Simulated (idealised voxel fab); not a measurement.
Process module, titled voxel ribs on slabs
Square cells of 5 nm make up the cross-section cut, whose width is 270 nm.
When this document writes out a cross-section, it uses a grid of square cells and lists it as bands, beginning at the top and moving down, with a band standing for one or more rows of cells.
Heights first: top, then bottom, in nm. Then materials, left to right, each with a width in nm. "all across" on a single material: fills the band edge to edge. "air": empty space.
Height 0 is the level under which the wafer as received is all one material. The lowest band goes on downwards, as in "0 -> down".
A two-number width, for instance "30->40", indicates that the width is equal to the first number in the top row of the band and to the second number in the bottom row, and that it changes by a constant amount per row of cells.
The cross-section has no changed cell in any step marked "nothing different".
Reported under the label "Enclosed cavities" are the empty spaces having no open way to the top and comprising 8 cells or more; the notation for each is width x height at distance, in which the distance is measured from the left edge and all three values are in nm.
If you see something after the settings on a step's line, that's the simulator's own remark about that step.
overlay nm: right-of-plan distance of the mask on a masked step; negative values mean left-of-plan.
Steps in the process plan:
1,RECEIVE,material Si
2,DIRECTIONAL_DEP,material SiO2,thk nm 25
3,DIRECTIONAL_DEP,material polySi,thk nm 25
4,DIRECTIONAL_DEP,material aC,thk nm 15
5,PATTERN,tone cover,mask id RIB,material resist,width nm 20,thk nm 30,overlay nm 0
6,DIRECTIONAL_ETCH,etch materials aC,depth nm 15
7,STRIP,etch materials resist
8,DIRECTIONAL_ETCH,etch materials polySi,depth nm 15
9,STRIP,etch materials aC
10,MASKED_ETCH,tone cover,mask id SLAB,width nm 70,etch materials polySi,depth nm 10,overlay nm 0
11,FILL_DEP,material SiO2,thk nm 30
12,CMP,height nm 70
13,DIRECTIONAL_DEP,material TiN,thk nm 10
14,MASKED_ETCH,tone cover,mask id HEATER,width nm 30,etch materials TiN,depth nm 10,overlay nm 0
15,CONFORMAL_DEP,material SiO2,thk nm 10
Cross-section: wafer on arrival = after step 1:
	0 -> down: Si all across
	Enclosed cavities: none
As-planned run: cross-section of the first of two wafers at end of module:
	90 -> 80: air: 110; SiO2: 50; air: 110
	80 -> 70: SiO2: 120; TiN: 30; SiO2: 120
	70 -> 50: SiO2 all across
	50 -> 35: SiO2: 125; polySi: 20; SiO2: 125
	35 -> 25: SiO2: 100; polySi: 70; SiO2: 100
	25 -> 0: SiO2 all across
	0 -> down: Si all across
	Enclosed cavities: none
Wafer two, sectioned after the module: the first wafer's start, the first wafer's plan, and one mistake in how it was run:
	90 -> 80: air: 115; SiO2: 40; air: 115
	80 -> 70: SiO2: 125; TiN: 20; SiO2: 125
	70 -> 50: SiO2 all across
	50 -> 35: SiO2: 125; polySi: 20; SiO2: 125
	35 -> 25: SiO2: 100; polySi: 70; SiO2: 100
	25 -> 0: SiO2 all across
	0 -> down: Si all across
	Enclosed cavities: none
Against the plan, the run slipped here: step 14 was processed under conditions differing from the plan, specifically as MASKED_ETCH,tone cover,mask id HEATER,width nm 20,etch materials TiN,depth nm 10,overlay nm 0
Wafer comparison, final, in cells, second relative to first, materials more or fewer: TiN -4
